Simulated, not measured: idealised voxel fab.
The following process module bears the name voxel spacer lines.
The cross-section shown here is cut; it is 290 nm wide and divided into square cells measuring 5 nm on a side.
Cross-section layout: square cells on a grid; listed as bands, top to bottom; a band spans one or more cell rows.
Per band: top height and bottom height in nm, followed by the left-to-right materials and their widths in nm; "all across" marks a single material spanning edge to edge, "empty" marks empty space.
Convention: height 0 is the level below which the wafer, as received, is all one material. The lowest band does not terminate at the bottom but continues downward, represented as "top 0, no bottom".
When a width is written as two numbers, as in "30 to 40", the first number is the width in the top row of cells of the band and the second is the width in its bottom row, and the width changes by the same amount from each row to the next.
When a step is marked "no modifications", none of the cells in the cross-section changed during that step.
Closed-off voids of 8+ cells (no open route to the top) go in "Fully enclosed voids", written width x height at distance from the left edge, in nm.
Note: text after step settings on the step line = simulator remark on that step.
What "overlay nm" on a step's line means: if the step has a mask, that mask lay this far to the right of its planned place, or, when the value is negative, to the left.
Process steps (planned)
1,op RECEIVE | material Si
2,op CONFORMAL_DEP | material Al2O3 | thk nm 10
3,op DIRECTIONAL_DEP | material W | thk nm 10
4,op DIRECTIONAL_DEP | material polySi | thk nm 20
5,op PATTERN | tone cover | mask id MANDREL | material resist | width nm 20 | pitch nm 60 | thk nm 40 | overlay nm 0
6,op DIRECTIONAL_ETCH | etch materials polySi | depth nm 30
7,op STRIP | etch materials resist
8,op CONFORMAL_DEP | material SiN | thk nm 10
9,op DIRECTIONAL_ETCH | etch materials SiN | depth nm 10
10,op STRIP | etch materials polySi
11,op DIRECTIONAL_ETCH | etch materials W | depth nm 10
12,op STRIP | etch materials SiN
The plan shows the thk nm of step 4 as the first wafer had it; this setting differs between the wafers, which start out alike.
First of several wafers, received after step 1, in cross-section
	top 0, no bottom = Si all across
	Fully enclosed voids: none
After the module's final step, step 12: the first of several wafers in cross-section
	top 20, bottom 10 = empty 95 / W 10 / empty 20 / W 10 / empty 20 / W 10 / empty 20 / W 10 / empty 95
	top 10, bottom 0 = Al2O3 all across
	top 0, no bottom = Si all across
	Fully enclosed voids: none
Here we cross-sectioned the last of the wafers once the module was done
	top 10, bottom 0 = Al2O3 all across
	top 0, no bottom = Si all across
	Fully enclosed voids: none
The table below has one row for each wafer; a row shows, as of the end of the module, how many cells of each material the wafer has gained, marked (+), or lost, marked (-), since it was received, and then the wafer's closed voids
thk nm 20 | +116 Al2O3 | +16 W | Fully enclosed voids: none
thk nm 25 | +116 Al2O3 | +16 W | Fully enclosed voids: none
thk nm 30 | +116 Al2O3 | +16 W | Fully enclosed voids: none
thk nm 35 | +116 Al2O3 | Fully enclosed voids: none
thk nm 40 | +116 Al2O3 | Fully enclosed voids: none
thk nm 45 | +116 Al2O3 | Fully enclosed voids: none
